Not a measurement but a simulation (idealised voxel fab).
Process module name: voxel lift off
Displayed cross-section: cut, width of 220 nm, square cells sized 5 nm.
In this document a cross-section is written as a grid of square cells. It is given as a series of bands, listed from the top down, and a band is one or more rows of cells.
First you get the band's top height and its bottom height, in nm, and then the materials it's made of, left to right, with each width in nm. If you see a single material with "edge to edge", that one covers the band edge to edge. "blank" is empty space.
The level at which height equals 0 is the one under which the wafer, as it arrives, is entirely one material. No lower edge exists for the bottom band, which continues downward and is notated as in "z 0 and below".
So if you see something like "30->40" for the width, read it as the top row of the band sitting at the first number and the bottom row at the second, with every row in between moving by the same amount as the last.
Given "nothing got changed" for a step, no cell of the cross-section differs between before and after that step.
"Closed void catalog" specifies each empty space that is not open to the top and that occupies no fewer than 8 cells, using the form width x height at distance, the distance measured from the left edge and all three quantities in nm.
Step line, after settings: the simulator's comment on this step.
Among the settings permitted on a step's line is "overlay nm"; applied to a step with a mask, it specifies the extent to which the mask lay to the right of its planned position, whereas a negative figure signifies a position to the left.
Process steps (planned):
1. RECEIVE with material Si
2. CONFORMAL_DEP with material SiO2, thk nm 10
3. PATTERN with tone open, mask id LINES, material resist, width nm 30, pitch nm 50, thk nm 25, overlay nm 0
4. DIRECTIONAL_DEP with material Ru, thk nm 15
5. STRIP with etch materials resist
6. CONFORMAL_DEP with material SiO2, thk nm 5
Wafer at receipt (post step 1), cross-section:
> z 0 and below: Si edge to edge
> Closed void catalog: none
The cross-section shown corresponds to the wafer at the conclusion of the module. The initial structure and the process plan are those presented above; however, one mistake occurred in executing the plan:
> z 30 to 25: SiO2=75, blank=20, SiO2=30, blank=20, SiO2=75
> z 25 to 15: Ru=70, SiO2=5, blank=20, SiO2=5, Ru=20, SiO2=5, blank=20, SiO2=5, Ru=70
> z 15 to 10: Ru=70, SiO2=30, Ru=20, SiO2=30, Ru=70
> z 10 to 0: SiO2 edge to edge
> z 0 and below: Si edge to edge
> Closed void catalog: none
Heads up, the wafer didn't run the way we planned it: step 3 deviated from plan and actually ran as PATTERN with tone cover, mask id LINES, material resist, width nm 30, pitch nm 50, thk nm 25, overlay nm 0
